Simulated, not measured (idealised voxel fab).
The process module presented herein is designated voxel self aligned contacts.
Pictured: cross-section cut, 300 nm wide, on a grid of 5 nm square cells.
Notation: cross-section as square-cell grid; stated in bands, top first, going down; one or more cell rows per band.
Heights first: top, then bottom, in nm. Then materials, left to right, each with a width in nm. "everywhere" on a single material: fills the band edge to edge. "air": empty space.
The level at which height equals 0 is the one under which the wafer, as it arrives, is entirely one material. No lower edge exists for the bottom band, which continues downward and is notated as in "0 nm and below".
It should be noted that a width expressed as "30 to 40" varies in equal increments from row to row of cells within the band, taking the value of the first number at the top row and that of the second number at the bottom row.
Basically "nothing different" means that step didn't change any cell in the cross-section.
"Sealed internal voids": sealed empty spaces, 8 cells or more, no open way to top, listed width x height at distance, with distance from the left edge and width, height and distance in nm.
What comes after the settings on a step's line is commentary from the simulator itself on that step.
overlay nm: how far to the right of its planned place the mask lay on this masked step (negative: to the left).
# The steps planned for the process are as follows
| 1 | RECEIVE: material Si |
| 2 | OXIDIZE: depth nm 5 |
| 3 | DIRECTIONAL_DEP: material polySi, thk nm 30 |
| 4 | DIRECTIONAL_DEP: material SiN, thk nm 20 |
| 5 | PATTERN: tone cover, mask id GATE, material resist, width nm 25, pitch nm 60, thk nm 20, overlay nm 0 |
| 6 | DIRECTIONAL_ETCH: etch materials SiN, depth nm 20 |
| 7 | DIRECTIONAL_ETCH: etch materials polySi, depth nm 30 |
| 8 | STRIP: etch materials resist |
| 9 | CONFORMAL_DEP: material SiN, thk nm 10 |
| 10 | DIRECTIONAL_ETCH: etch materials SiN, depth nm 10 |
| 11 | FILL_DEP: material SiO2, thk nm 15 |
| 12 | CMP: height nm 55 |
| 13 | DIRECTIONAL_DEP: material aC, thk nm 15 |
| 14 | PATTERN: tone open, mask id CONTACT, material resist, width nm 45, pitch nm 60, thk nm 30, overlay nm 0 |
| 15 | DIRECTIONAL_ETCH: etch materials aC, depth nm 15 |
| 16 | STRIP: etch materials resist |
| 17 | DIRECTIONAL_ETCH: etch materials SiO2, depth nm 60 |
| 18 | STRIP: etch materials aC |
| 19 | CONFORMAL_DEP: material TiN, thk nm 5 |
| 20 | FILL_DEP: material W, thk nm 5 |
| 21 | CMP: height nm 55 |
| 22 | CONFORMAL_DEP: material SiCN, thk nm 5 |
# Cross-section of the wafer at receipt, which is the condition after step 1
* 0 nm and below | Si everywhere
* Sealed internal voids: none
# Module complete - cross-section of the first of two wafers, run according to plan
* 60 nm to 55 nm | SiCN everywhere
* 55 nm to 50 nm | SiO2: 95 / TiN: 20 / W: 5 / TiN: 20 / SiO2: 15 / TiN: 20 / W: 5 / TiN: 20 / SiO2: 100
* 50 nm to 30 nm | SiO2: 65 / SiN: 45 / TiN: 5 / W: 5 / TiN: 5 / SiN: 45 / TiN: 5 / W: 5 / TiN: 5 / SiN: 45 / SiO2: 70
* 30 nm to 0 nm | SiO2: 65 / SiN: 10 / polySi: 25 / SiN: 10 / TiN: 5 / W: 5 / TiN: 5 / SiN: 10 / polySi: 25 / SiN: 10 / TiN: 5 / W: 5 / TiN: 5 / SiN: 10 / polySi: 25 / SiN: 10 / SiO2: 70
* 0 nm to -5 nm | SiO2: 110 / TiN: 15 / SiO2: 45 / TiN: 15 / SiO2: 115
* -5 nm and below | Si everywhere
* Sealed internal voids: none
# Cross-sectional image of the second wafer of the two following completion of the module. Starting state and process plan were the same as for the first wafer; one execution error occurred
* 60 nm to 55 nm | SiCN everywhere
* 55 nm to 50 nm | SiO2: 95 / TiN: 25 / W: 5 / TiN: 15 / SiO2: 15 / TiN: 25 / W: 5 / TiN: 15 / SiO2: 100
* 50 nm to 30 nm | SiO2: 70 / SiN: 45 / TiN: 5 / W: 5 / TiN: 5 / SiN: 45 / TiN: 5 / W: 5 / TiN: 5 / SiN: 45 / SiO2: 65
* 30 nm to 0 nm | SiO2: 70 / SiN: 10 / polySi: 25 / SiN: 10 / TiN: 5 / W: 5 / TiN: 5 / SiN: 10 / polySi: 25 / SiN: 10 / TiN: 5 / W: 5 / TiN: 5 / SiN: 10 / polySi: 25 / SiN: 10 / SiO2: 65
* 0 nm to -5 nm | SiO2: 115 / TiN: 15 / SiO2: 45 / TiN: 15 / SiO2: 110
* -5 nm and below | Si everywhere
* Sealed internal voids: none
Here's what went sideways: in deviation from the planned setting, step 5 was conducted as PATTERN: tone cover, mask id GATE, material resist, width nm 25, pitch nm 60, thk nm 20, overlay nm 5
at the end the second wafer has, in cells: as many of each material as the first, in other places
